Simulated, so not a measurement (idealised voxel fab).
process module | voxel wiring stack
cross-section cut | 270 nm wide | cells 5 nm
A cross-section is a grid of square cells, given in bands from the top down. A band is one or more rows of cells.
Each band's line starts with the height of the band's top and of its bottom, in nm. Then come its materials from left to right, each with its width in nm. One material with "throughout" fills the band from edge to edge. "air" is empty space.
Height 0 is the level under which the wafer as received is all one material. The lowest band goes on downwards, as in "0 down".
A width such as "30 to 40" changes by the same amount from each row of cells to the next, from the band's top row to its bottom row.
"no change" after a step means that no cell of the cross-section changed.
closed voids: empty space of 8 cells or more with no open way to the top, each as width x height at its distance from the left edge, in nm
after a step's settings: what the simulator itself notes on the step
overlay nm, on a step with a mask: how far to the right of its planned place the mask lay; to the left if negative
plan
1 op RECEIVE | material Si
2 op CONFORMAL_DEP | material SiO2 | thk nm 10
3 op DIRECTIONAL_DEP | material TiN | thk nm 5
4 op DIRECTIONAL_DEP | material Ru | thk nm 25
5 op DIRECTIONAL_DEP | material aC | thk nm 10
6 op PATTERN | tone cover | mask id METAL_1 | material resist | width nm 20 | pitch nm 45 | thk nm 25 | overlay nm 0
7 op DIRECTIONAL_ETCH | etch materials aC | depth nm 10
8 op STRIP | etch materials resist
9 op DIRECTIONAL_ETCH | etch materials Ru | depth nm 25
10 op DIRECTIONAL_ETCH | etch materials TiN | depth nm 5
11 op STRIP | etch materials aC
12 op CONFORMAL_DEP | material SiCN | thk nm 5
13 op FILL_DEP | material SiO2 | thk nm 10
14 op CMP | height nm 40
15 op CONFORMAL_DEP | material SiCN | thk nm 5
16 op DIRECTIONAL_DEP | material lowk | thk nm 10
17 op PATTERN | tone open | mask id PLUG_1 | material resist | width nm 15 | pitch nm 90 | thk nm 20 | overlay nm 0
18 op DIRECTIONAL_ETCH | etch materials lowk | depth nm 10
19 op DIRECTIONAL_ETCH | etch materials SiCN | depth nm 5
20 op STRIP | etch materials resist
21 op CONFORMAL_DEP | material TiN | thk nm 5
22 op FILL_DEP | material Ru | thk nm 10
23 op CMP | height nm 55
24 op CONFORMAL_DEP | material SiCN | thk nm 5
25 op DIRECTIONAL_DEP | material lowk | thk nm 20
26 op PATTERN | tone open | mask id METAL_2 | material resist | width nm 20 | pitch nm 45 | thk nm 15 | overlay nm 0
27 op DIRECTIONAL_ETCH | etch materials lowk | depth nm 20
28 op DIRECTIONAL_ETCH | etch materials SiCN | depth nm 5
29 op STRIP | etch materials resist
30 op CONFORMAL_DEP | material TiN | thk nm 5
31 op FILL_DEP | material W | thk nm 10
32 op CMP | height nm 80
33 op CONFORMAL_DEP | material SiCN | thk nm 5
34 op DIRECTIONAL_DEP | material lowk | thk nm 30
35 op DIRECTIONAL_DEP | material aC | thk nm 10
36 op PATTERN | tone open | mask id METAL_3 | material resist | width nm 20 | pitch nm 45 | thk nm 30 | overlay nm 0
37 op DIRECTIONAL_ETCH | etch materials aC | depth nm 10
38 op STRIP | etch materials resist
39 op DIRECTIONAL_ETCH | etch materials lowk | depth nm 20
40 op STRIP | etch materials aC
41 op DIRECTIONAL_DEP | material aC | thk nm 10
42 op PATTERN | tone open | mask id METAL_3_HOLES | material resist | width nm 15 | pitch nm 90 | thk nm 30 | overlay nm 0
43 op DIRECTIONAL_ETCH | etch materials aC | depth nm 10
44 op STRIP | etch materials resist
45 op DIRECTIONAL_ETCH | etch materials lowk | depth nm 10
46 op DIRECTIONAL_ETCH | etch materials SiCN | depth nm 5
47 op STRIP | etch materials aC
48 op CONFORMAL_DEP | material TiN | thk nm 5
49 op FILL_DEP | material Ru | thk nm 10
50 op CMP | height nm 115
51 op CONFORMAL_DEP | material SiCN | thk nm 5
52 op DIRECTIONAL_DEP | material SiO2 | thk nm 10
53 op DIRECTIONAL_DEP | material aC | thk nm 15
54 op PATTERN | tone open | mask id PLUG_3 | material resist | width nm 15 | pitch nm 45 | thk nm 35 | overlay nm 0
55 op DIRECTIONAL_ETCH | etch materials aC | depth nm 15
56 op STRIP | etch materials resist
57 op DIRECTIONAL_ETCH | etch materials SiO2 | depth nm 10
58 op DIRECTIONAL_ETCH | etch materials SiCN | depth nm 5
59 op STRIP | etch materials aC
60 op EPI | material Ru | thk nm 10
61 op EPI | material Ru | thk nm 5
62 op CONFORMAL_DEP | material SiCN | thk nm 5
63 op DIRECTIONAL_DEP | material SiO2 | thk nm 20
64 op PATTERN | tone open | mask id METAL_4 | material resist | width nm 20 | pitch nm 45 | thk nm 20 | overlay nm 0
65 op DIRECTIONAL_ETCH | etch materials SiO2 | depth nm 20
66 op DIRECTIONAL_ETCH | etch materials SiCN | depth nm 5
67 op STRIP | etch materials resist
68 op CONFORMAL_DEP | material TiN | thk nm 5
69 op FILL_DEP | material W | thk nm 5
70 op CMP | height nm 155
71 op CONFORMAL_DEP | material SiCN | thk nm 5
first wafer, as planned
as received, after step 1
  0 down: Si throughout
  closed voids: none
after step 2
  10 to 0: SiO2 throughout
  below 0: unchanged
after step 3
  15 to 10: TiN throughout
  below 10: unchanged
after step 4
  40 to 15: Ru throughout
  below 15: unchanged
after step 5
  50 to 40: aC throughout
  below 40: unchanged
after step 6
  75 to 50: air 55 | resist 20 | air 25 | resist 20 | air 25 | resist 20 | air 25 | resist 20 | air 60
  below 50: unchanged
after step 7
  65 to 50: air 55 | resist 20 | air 25 | resist 20 | air 25 | resist 20 | air 25 | resist 20 | air 60
  50 to 40: air 55 | aC 20 | air 25 | aC 20 | air 25 | aC 20 | air 25 | aC 20 | air 60
  below 40: unchanged
after step 8
  50 to 40: air 55 | aC 20 | air 25 | aC 20 | air 25 | aC 20 | air 25 | aC 20 | air 60
  below 40: unchanged
after step 9
  50 to 40: air 55 | aC 20 | air 25 | aC 20 | air 25 | aC 20 | air 25 | aC 20 | air 60
  40 to 15: air 55 | Ru 20 | air 25 | Ru 20 | air 25 | Ru 20 | air 25 | Ru 20 | air 60
  below 15: unchanged
after step 10
  50 to 40: air 55 | aC 20 | air 25 | aC 20 | air 25 | aC 20 | air 25 | aC 20 | air 60
  40 to 15: air 55 | Ru 20 | air 25 | Ru 20 | air 25 | Ru 20 | air 25 | Ru 20 | air 60
  15 to 10: air 55 | TiN 20 | air 25 | TiN 20 | air 25 | TiN 20 | air 25 | TiN 20 | air 60
  below 10: unchanged
after step 11
  40 to 15: air 55 | Ru 20 | air 25 | Ru 20 | air 25 | Ru 20 | air 25 | Ru 20 | air 60
  below 15: unchanged
after step 12
  45 to 40: air 50 | SiCN 30 | air 15 | SiCN 30 | air 15 | SiCN 30 | air 15 | SiCN 30 | air 55
  40 to 15: air 50 | SiCN 5 | Ru 20 | SiCN 5 | air 15 | SiCN 5 | Ru 20 | SiCN 5 | air 15 | SiCN 5 | Ru 20 | SiCN 5 | air 15 | SiCN 5 | Ru 20 | SiCN 5 | air 55
  15 to 10: SiCN 55 | TiN 20 | SiCN 25 | TiN 20 | SiCN 25 | TiN 20 | SiCN 25 | TiN 20 | SiCN 60
  below 10: unchanged
after step 13
  55 to 45: SiO2 throughout
  45 to 40: SiO2 50 | SiCN 30 | SiO2 15 | SiCN 30 | SiO2 15 | SiCN 30 | SiO2 15 | SiCN 30 | SiO2 55
  40 to 15: SiO2 50 | SiCN 5 | Ru 20 | SiCN 5 | SiO2 15 | SiCN 5 | Ru 20 | SiCN 5 | SiO2 15 | SiCN 5 | Ru 20 | SiCN 5 | SiO2 15 | SiCN 5 | Ru 20 | SiCN 5 | SiO2 55
  below 15: unchanged
after step 14
  40 to 15: SiO2 50 | SiCN 5 | Ru 20 | SiCN 5 | SiO2 15 | SiCN 5 | Ru 20 | SiCN 5 | SiO2 15 | SiCN 5 | Ru 20 | SiCN 5 | SiO2 15 | SiCN 5 | Ru 20 | SiCN 5 | SiO2 55
  below 15: unchanged
after step 15
  45 to 40: SiCN throughout
  below 40: unchanged
after step 16
  55 to 45: lowk throughout
  below 45: unchanged
after step 17
  75 to 55: resist 55 | air 15 | resist 75 | air 15 | resist 110
  below 55: unchanged
after step 18
  75 to 55: resist 55 | air 15 | resist 75 | air 15 | resist 110
  55 to 45: lowk 55 | air 15 | lowk 75 | air 15 | lowk 110
  below 45: unchanged
after step 19
  75 to 55: resist 55 | air 15 | resist 75 | air 15 | resist 110
  55 to 45: lowk 55 | air 15 | lowk 75 | air 15 | lowk 110
  45 to 40: SiCN 55 | air 15 | SiCN 75 | air 15 | SiCN 110
  below 40: unchanged
after step 20
  55 to 45: lowk 55 | air 15 | lowk 75 | air 15 | lowk 110
  below 45: unchanged
after step 21
  60 to 55: TiN 60 | air 5 | TiN 85 | air 5 | TiN 115
  55 to 45: lowk 55 | TiN 5 | air 5 | TiN 5 | lowk 75 | TiN 5 | air 5 | TiN 5 | lowk 110
  45 to 40: SiCN 55 | TiN 15 | SiCN 75 | TiN 15 | SiCN 110
  below 40: unchanged
after step 22
  70 to 60: Ru throughout
  60 to 55: TiN 60 | Ru 5 | TiN 85 | Ru 5 | TiN 115
  55 to 45: lowk 55 | TiN 5 | Ru 5 | TiN 5 | lowk 75 | TiN 5 | Ru 5 | TiN 5 | lowk 110
  below 45: unchanged
after step 23
  55 to 45: lowk 55 | TiN 5 | Ru 5 | TiN 5 | lowk 75 | TiN 5 | Ru 5 | TiN 5 | lowk 110
  below 45: unchanged
after step 24
  60 to 55: SiCN throughout
  below 55: unchanged
after step 25
  80 to 60: lowk throughout
  below 60: unchanged
after step 26
  95 to 80: resist 55 | air 20 | resist 25 | air 20 | resist 25 | air 20 | resist 25 | air 20 | resist 60
  below 80: unchanged
after step 27
  95 to 80: resist 55 | air 20 | resist 25 | air 20 | resist 25 | air 20 | resist 25 | air 20 | resist 60
  80 to 60: lowk 55 | air 20 | lowk 25 | air 20 | lowk 25 | air 20 | lowk 25 | air 20 | lowk 60
  below 60: unchanged
after step 28
  95 to 80: resist 55 | air 20 | resist 25 | air 20 | resist 25 | air 20 | resist 25 | air 20 | resist 60
  80 to 60: lowk 55 | air 20 | lowk 25 | air 20 | lowk 25 | air 20 | lowk 25 | air 20 | lowk 60
  60 to 55: SiCN 55 | air 20 | SiCN 25 | air 20 | SiCN 25 | air 20 | SiCN 25 | air 20 | SiCN 60
  below 55: unchanged
after step 29
  80 to 60: lowk 55 | air 20 | lowk 25 | air 20 | lowk 25 | air 20 | lowk 25 | air 20 | lowk 60
  below 60: unchanged
after step 30
  85 to 80: TiN 60 | air 10 | TiN 35 | air 10 | TiN 35 | air 10 | TiN 35 | air 10 | TiN 65
  80 to 60: lowk 55 | TiN 5 | air 10 | TiN 5 | lowk 25 | TiN 5 | air 10 | TiN 5 | lowk 25 | TiN 5 | air 10 | TiN 5 | lowk 25 | TiN 5 | air 10 | TiN 5 | lowk 60
  60 to 55: SiCN 55 | TiN 20 | SiCN 25 | TiN 20 | SiCN 25 | TiN 20 | SiCN 25 | TiN 20 | SiCN 60
  below 55: unchanged
after step 31
  95 to 85: W throughout
  85 to 80: TiN 60 | W 10 | TiN 35 | W 10 | TiN 35 | W 10 | TiN 35 | W 10 | TiN 65
  80 to 60: lowk 55 | TiN 5 | W 10 | TiN 5 | lowk 25 | TiN 5 | W 10 | TiN 5 | lowk 25 | TiN 5 | W 10 | TiN 5 | lowk 25 | TiN 5 | W 10 | TiN 5 | lowk 60
  below 60: unchanged
after step 32
  80 to 60: lowk 55 | TiN 5 | W 10 | TiN 5 | lowk 25 | TiN 5 | W 10 | TiN 5 | lowk 25 | TiN 5 | W 10 | TiN 5 | lowk 25 | TiN 5 | W 10 | TiN 5 | lowk 60
  below 60: unchanged
after step 33
  85 to 80: SiCN throughout
  below 80: unchanged
after step 34
  115 to 85: lowk throughout
  below 85: unchanged
after step 35
  125 to 115: aC throughout
  below 115: unchanged
after step 36
  155 to 125: resist 55 | air 20 | resist 25 | air 20 | resist 25 | air 20 | resist 25 | air 20 | resist 60
  below 125: unchanged
after step 37
  145 to 125: resist 55 | air 20 | resist 25 | air 20 | resist 25 | air 20 | resist 25 | air 20 | resist 60
  125 to 115: aC 55 | air 20 | aC 25 | air 20 | aC 25 | air 20 | aC 25 | air 20 | aC 60
  below 115: unchanged
after step 38
  125 to 115: aC 55 | air 20 | aC 25 | air 20 | aC 25 | air 20 | aC 25 | air 20 | aC 60
  below 115: unchanged
after step 39
  125 to 115: aC 55 | air 20 | aC 25 | air 20 | aC 25 | air 20 | aC 25 | air 20 | aC 60
  115 to 95: lowk 55 | air 20 | lowk 25 | air 20 | lowk 25 | air 20 | lowk 25 | air 20 | lowk 60
  below 95: unchanged
after step 40
  115 to 95: lowk 55 | air 20 | lowk 25 | air 20 | lowk 25 | air 20 | lowk 25 | air 20 | lowk 60
  below 95: unchanged
after step 41
  125 to 115: aC 55 | air 20 | aC 25 | air 20 | aC 25 | air 20 | aC 25 | air 20 | aC 60
  115 to 105: lowk 55 | air 20 | lowk 25 | air 20 | lowk 25 | air 20 | lowk 25 | air 20 | lowk 60
  105 to 95: lowk 55 | aC 20 | lowk 25 | aC 20 | lowk 25 | aC 20 | lowk 25 | aC 20 | lowk 60
  below 95: unchanged
after step 42
  155 to 125: resist 55 | air 15 | resist 75 | air 15 | resist 110
  125 to 115: aC 55 | air 15 | resist 5 | aC 25 | resist 20 | aC 25 | air 15 | resist 5 | aC 25 | resist 20 | aC 60
  115 to 105: lowk 55 | air 15 | resist 5 | lowk 25 | resist 20 | lowk 25 | air 15 | resist 5 | lowk 25 | resist 20 | lowk 60
  below 105: unchanged
after step 43
  145 to 125: resist 55 | air 15 | resist 75 | air 15 | resist 110
  125 to 115: aC 55 | air 15 | resist 5 | aC 25 | resist 20 | aC 25 | air 15 | resist 5 | aC 25 | resist 20 | aC 60
  115 to 105: lowk 55 | air 15 | resist 5 | lowk 25 | resist 20 | lowk 25 | air 15 | resist 5 | lowk 25 | resist 20 | lowk 60
  105 to 95: lowk 55 | air 15 | aC 5 | lowk 25 | aC 20 | lowk 25 | air 15 | aC 5 | lowk 25 | aC 20 | lowk 60
  below 95: unchanged
after step 44
  125 to 115: aC 55 | air 20 | aC 25 | air 20 | aC 25 | air 20 | aC 25 | air 20 | aC 60
  115 to 105: lowk 55 | air 20 | lowk 25 | air 20 | lowk 25 | air 20 | lowk 25 | air 20 | lowk 60
  below 105: unchanged
after step 45
  125 to 115: aC 55 | air 20 | aC 25 | air 20 | aC 25 | air 20 | aC 25 | air 20 | aC 60
  115 to 105: lowk 55 | air 20 | lowk 25 | air 20 | lowk 25 | air 20 | lowk 25 | air 20 | lowk 60
  105 to 95: lowk 55 | air 15 | aC 5 | lowk 25 | aC 20 | lowk 25 | air 15 | aC 5 | lowk 25 | aC 20 | lowk 60
  95 to 85: lowk 55 | air 15 | lowk 75 | air 15 | lowk 110
  below 85: unchanged
after step 46
  125 to 115: aC 55 | air 20 | aC 25 | air 20 | aC 25 | air 20 | aC 25 | air 20 | aC 60
  115 to 105: lowk 55 | air 20 | lowk 25 | air 20 | lowk 25 | air 20 | lowk 25 | air 20 | lowk 60
  105 to 95: lowk 55 | air 15 | aC 5 | lowk 25 | aC 20 | lowk 25 | air 15 | aC 5 | lowk 25 | aC 20 | lowk 60
  95 to 85: lowk 55 | air 15 | lowk 75 | air 15 | lowk 110
  85 to 80: SiCN 55 | air 15 | SiCN 75 | air 15 | SiCN 110
  below 80: unchanged
after step 47
  115 to 95: lowk 55 | air 20 | lowk 25 | air 20 | lowk 25 | air 20 | lowk 25 | air 20 | lowk 60
  below 95: unchanged
after step 48
  120 to 115: TiN 60 | air 10 | TiN 35 | air 10 | TiN 35 | air 10 | TiN 35 | air 10 | TiN 65
  115 to 100: lowk 55 | TiN 5 | air 10 | TiN 5 | lowk 25 | TiN 5 | air 10 | TiN 5 | lowk 25 | TiN 5 | air 10 | TiN 5 | lowk 25 | TiN 5 | air 10 | TiN 5 | lowk 60
  100 to 95: lowk 55 | TiN 5 | air 5 | TiN 10 | lowk 25 | TiN 20 | lowk 25 | TiN 5 | air 5 | TiN 10 | lowk 25 | TiN 20 | lowk 60
  95 to 85: lowk 55 | TiN 5 | air 5 | TiN 5 | lowk 75 | TiN 5 | air 5 | TiN 5 | lowk 110
  85 to 80: SiCN 55 | TiN 15 | SiCN 75 | TiN 15 | SiCN 110
  below 80: unchanged
after step 49
  130 to 120: Ru throughout
  120 to 115: TiN 60 | Ru 10 | TiN 35 | Ru 10 | TiN 35 | Ru 10 | TiN 35 | Ru 10 | TiN 65
  115 to 100: lowk 55 | TiN 5 | Ru 10 | TiN 5 | lowk 25 | TiN 5 | Ru 10 | TiN 5 | lowk 25 | TiN 5 | Ru 10 | TiN 5 | lowk 25 | TiN 5 | Ru 10 | TiN 5 | lowk 60
  100 to 95: lowk 55 | TiN 5 | Ru 5 | TiN 10 | lowk 25 | TiN 20 | lowk 25 | TiN 5 | Ru 5 | TiN 10 | lowk 25 | TiN 20 | lowk 60
  95 to 85: lowk 55 | TiN 5 | Ru 5 | TiN 5 | lowk 75 | TiN 5 | Ru 5 | TiN 5 | lowk 110
  below 85: unchanged
after step 50
  115 to 100: lowk 55 | TiN 5 | Ru 10 | TiN 5 | lowk 25 | TiN 5 | Ru 10 | TiN 5 | lowk 25 | TiN 5 | Ru 10 | TiN 5 | lowk 25 | TiN 5 | Ru 10 | TiN 5 | lowk 60
  below 100: unchanged
after step 51
  120 to 115: SiCN throughout
  below 115: unchanged
after step 52
  130 to 120: SiO2 throughout
  below 120: unchanged
after step 53
  145 to 130: aC throughout
  below 130: unchanged
after step 54
  180 to 145: resist 55 | air 15 | resist 30 | air 15 | resist 30 | air 15 | resist 30 | air 15 | resist 65
  below 145: unchanged
after step 55
  165 to 145: resist 55 | air 15 | resist 30 | air 15 | resist 30 | air 15 | resist 30 | air 15 | resist 65
  145 to 130: aC 55 | air 15 | aC 30 | air 15 | aC 30 | air 15 | aC 30 | air 15 | aC 65
  below 130: unchanged
after step 56
  145 to 130: aC 55 | air 15 | aC 30 | air 15 | aC 30 | air 15 | aC 30 | air 15 | aC 65
  below 130: unchanged
after step 57
  145 to 130: aC 55 | air 15 | aC 30 | air 15 | aC 30 | air 15 | aC 30 | air 15 | aC 65
  130 to 120: SiO2 55 | air 15 | SiO2 30 | air 15 | SiO2 30 | air 15 | SiO2 30 | air 15 | SiO2 65
  below 120: unchanged
after step 58
  145 to 130: aC 55 | air 15 | aC 30 | air 15 | aC 30 | air 15 | aC 30 | air 15 | aC 65
  130 to 120: SiO2 55 | air 15 | SiO2 30 | air 15 | SiO2 30 | air 15 | SiO2 30 | air 15 | SiO2 65
  120 to 115: SiCN 55 | air 15 | SiCN 30 | air 15 | SiCN 30 | air 15 | SiCN 30 | air 15 | SiCN 65
  below 115: unchanged
after step 59
  130 to 120: SiO2 55 | air 15 | SiO2 30 | air 15 | SiO2 30 | air 15 | SiO2 30 | air 15 | SiO2 65
  below 120: unchanged
after step 60
  130 to 125: SiO2 55 | air 15 | SiO2 30 | air 15 | SiO2 30 | air 15 | SiO2 30 | air 15 | SiO2 65
  125 to 120: SiO2 55 | Ru 15 | SiO2 30 | Ru 15 | SiO2 30 | Ru 15 | SiO2 30 | Ru 15 | SiO2 65
  120 to 115: SiCN 55 | Ru 15 | SiCN 30 | Ru 15 | SiCN 30 | Ru 15 | SiCN 30 | Ru 15 | SiCN 65
  below 115: unchanged
after step 61
  130 to 120: SiO2 55 | Ru 15 | SiO2 30 | Ru 15 | SiO2 30 | Ru 15 | SiO2 30 | Ru 15 | SiO2 65
  below 120: unchanged
after step 62
  135 to 130: SiCN throughout
  below 130: unchanged
after step 63
  155 to 135: SiO2 throughout
  below 135: unchanged
after step 64
  175 to 155: resist 55 | air 20 | resist 25 | air 20 | resist 25 | air 20 | resist 25 | air 20 | resist 60
  below 155: unchanged
after step 65
  175 to 155: resist 55 | air 20 | resist 25 | air 20 | resist 25 | air 20 | resist 25 | air 20 | resist 60
  155 to 135: SiO2 55 | air 20 | SiO2 25 | air 20 | SiO2 25 | air 20 | SiO2 25 | air 20 | SiO2 60
  below 135: unchanged
after step 66
  175 to 155: resist 55 | air 20 | resist 25 | air 20 | resist 25 | air 20 | resist 25 | air 20 | resist 60
  155 to 135: SiO2 55 | air 20 | SiO2 25 | air 20 | SiO2 25 | air 20 | SiO2 25 | air 20 | SiO2 60
  135 to 130: SiCN 55 | air 20 | SiCN 25 | air 20 | SiCN 25 | air 20 | SiCN 25 | air 20 | SiCN 60
  below 130: unchanged
after step 67
  155 to 135: SiO2 55 | air 20 | SiO2 25 | air 20 | SiO2 25 | air 20 | SiO2 25 | air 20 | SiO2 60
  below 135: unchanged
after step 68
  160 to 155: TiN 60 | air 10 | TiN 35 | air 10 | TiN 35 | air 10 | TiN 35 | air 10 | TiN 65
  155 to 135: SiO2 55 | TiN 5 | air 10 | TiN 5 | SiO2 25 | TiN 5 | air 10 | TiN 5 | SiO2 25 | TiN 5 | air 10 | TiN 5 | SiO2 25 | TiN 5 | air 10 | TiN 5 | SiO2 60
  135 to 130: SiCN 55 | TiN 20 | SiCN 25 | TiN 20 | SiCN 25 | TiN 20 | SiCN 25 | TiN 20 | SiCN 60
  below 130: unchanged
after step 69
  165 to 160: W throughout
  160 to 155: TiN 60 | W 10 | TiN 35 | W 10 | TiN 35 | W 10 | TiN 35 | W 10 | TiN 65
  155 to 135: SiO2 55 | TiN 5 | W 10 | TiN 5 | SiO2 25 | TiN 5 | W 10 | TiN 5 | SiO2 25 | TiN 5 | W 10 | TiN 5 | SiO2 25 | TiN 5 | W 10 | TiN 5 | SiO2 60
  below 135: unchanged
after step 70
  155 to 135: SiO2 55 | TiN 5 | W 10 | TiN 5 | SiO2 25 | TiN 5 | W 10 | TiN 5 | SiO2 25 | TiN 5 | W 10 | TiN 5 | SiO2 25 | TiN 5 | W 10 | TiN 5 | SiO2 60
  below 135: unchanged
after step 71
  160 to 155: SiCN throughout
  below 155: unchanged
second wafer: like start, like plan, one mistake. Through step 53 it matches the first wafer
when step 54 should have ended
  180 to 145: resist 50 | air 15 | resist 30 | air 15 | resist 30 | air 15 | resist 30 | air 15 | resist 70
  below 145: unchanged
when step 55 should have ended
  165 to 145: resist 50 | air 15 | resist 30 | air 15 | resist 30 | air 15 | resist 30 | air 15 | resist 70
  145 to 130: aC 50 | air 15 | aC 30 | air 15 | aC 30 | air 15 | aC 30 | air 15 | aC 70
  below 130: unchanged
when step 56 should have ended
  145 to 130: aC 50 | air 15 | aC 30 | air 15 | aC 30 | air 15 | aC 30 | air 15 | aC 70
  below 130: unchanged
when step 57 should have ended
  145 to 130: aC 50 | air 15 | aC 30 | air 15 | aC 30 | air 15 | aC 30 | air 15 | aC 70
  130 to 120: SiO2 50 | air 15 | SiO2 30 | air 15 | SiO2 30 | air 15 | SiO2 30 | air 15 | SiO2 70
  below 120: unchanged
when step 58 should have ended
  145 to 130: aC 50 | air 15 | aC 30 | air 15 | aC 30 | air 15 | aC 30 | air 15 | aC 70
  130 to 120: SiO2 50 | air 15 | SiO2 30 | air 15 | SiO2 30 | air 15 | SiO2 30 | air 15 | SiO2 70
  120 to 115: SiCN 50 | air 15 | SiCN 30 | air 15 | SiCN 30 | air 15 | SiCN 30 | air 15 | SiCN 70
  below 115: unchanged
when step 59 should have ended
  130 to 120: SiO2 50 | air 15 | SiO2 30 | air 15 | SiO2 30 | air 15 | SiO2 30 | air 15 | SiO2 70
  below 120: unchanged
when step 60 should have ended
  130 to 125: SiO2 50 | air 15 | SiO2 30 | air 15 | SiO2 30 | air 15 | SiO2 30 | air 15 | SiO2 70
  125 to 120: SiO2 50 | Ru 15 | SiO2 30 | Ru 15 | SiO2 30 | Ru 15 | SiO2 30 | Ru 15 | SiO2 70
  120 to 115: SiCN 50 | Ru 15 | SiCN 30 | Ru 15 | SiCN 30 | Ru 15 | SiCN 30 | Ru 15 | SiCN 70
  below 115: unchanged
when step 61 should have ended
  130 to 120: SiO2 50 | Ru 15 | SiO2 30 | Ru 15 | SiO2 30 | Ru 15 | SiO2 30 | Ru 15 | SiO2 70
  below 120: unchanged
when step 62 should have ended
  135 to 130: SiCN throughout
  below 130: unchanged
when step 63 should have ended
  155 to 135: SiO2 throughout
  below 135: unchanged
when step 64 should have ended
  175 to 155: resist 55 | air 20 | resist 25 | air 20 | resist 25 | air 20 | resist 25 | air 20 | resist 60
  below 155: unchanged
when step 65 should have ended
  175 to 155: resist 55 | air 20 | resist 25 | air 20 | resist 25 | air 20 | resist 25 | air 20 | resist 60
  155 to 135: SiO2 55 | air 20 | SiO2 25 | air 20 | SiO2 25 | air 20 | SiO2 25 | air 20 | SiO2 60
  below 135: unchanged
when step 66 should have ended
  175 to 155: resist 55 | air 20 | resist 25 | air 20 | resist 25 | air 20 | resist 25 | air 20 | resist 60
  155 to 135: SiO2 55 | air 20 | SiO2 25 | air 20 | SiO2 25 | air 20 | SiO2 25 | air 20 | SiO2 60
  135 to 130: SiCN 55 | air 20 | SiCN 25 | air 20 | SiCN 25 | air 20 | SiCN 25 | air 20 | SiCN 60
  below 130: unchanged
when step 67 should have ended
  155 to 135: SiO2 55 | air 20 | SiO2 25 | air 20 | SiO2 25 | air 20 | SiO2 25 | air 20 | SiO2 60
  below 135: unchanged
when step 68 should have ended
  160 to 155: TiN 60 | air 10 | TiN 35 | air 10 | TiN 35 | air 10 | TiN 35 | air 10 | TiN 65
  155 to 135: SiO2 55 | TiN 5 | air 10 | TiN 5 | SiO2 25 | TiN 5 | air 10 | TiN 5 | SiO2 25 | TiN 5 | air 10 | TiN 5 | SiO2 25 | TiN 5 | air 10 | TiN 5 | SiO2 60
  135 to 130: SiCN 55 | TiN 20 | SiCN 25 | TiN 20 | SiCN 25 | TiN 20 | SiCN 25 | TiN 20 | SiCN 60
  below 130: unchanged
when step 69 should have ended
  165 to 160: W throughout
  160 to 155: TiN 60 | W 10 | TiN 35 | W 10 | TiN 35 | W 10 | TiN 35 | W 10 | TiN 65
  155 to 135: SiO2 55 | TiN 5 | W 10 | TiN 5 | SiO2 25 | TiN 5 | W 10 | TiN 5 | SiO2 25 | TiN 5 | W 10 | TiN 5 | SiO2 25 | TiN 5 | W 10 | TiN 5 | SiO2 60
  below 135: unchanged
when step 70 should have ended
  155 to 135: SiO2 55 | TiN 5 | W 10 | TiN 5 | SiO2 25 | TiN 5 | W 10 | TiN 5 | SiO2 25 | TiN 5 | W 10 | TiN 5 | SiO2 25 | TiN 5 | W 10 | TiN 5 | SiO2 60
  below 135: unchanged
when step 71 should have ended
  160 to 155: SiCN throughout
  below 155: unchanged
what went wrong: step 54 ran as: op PATTERN | tone open | mask id PLUG_3 | material resist | width nm 15 | pitch nm 45 | thk nm 35 | overlay nm -5
at the end the second wafer has, in cells: as many of each material as the first, in other places
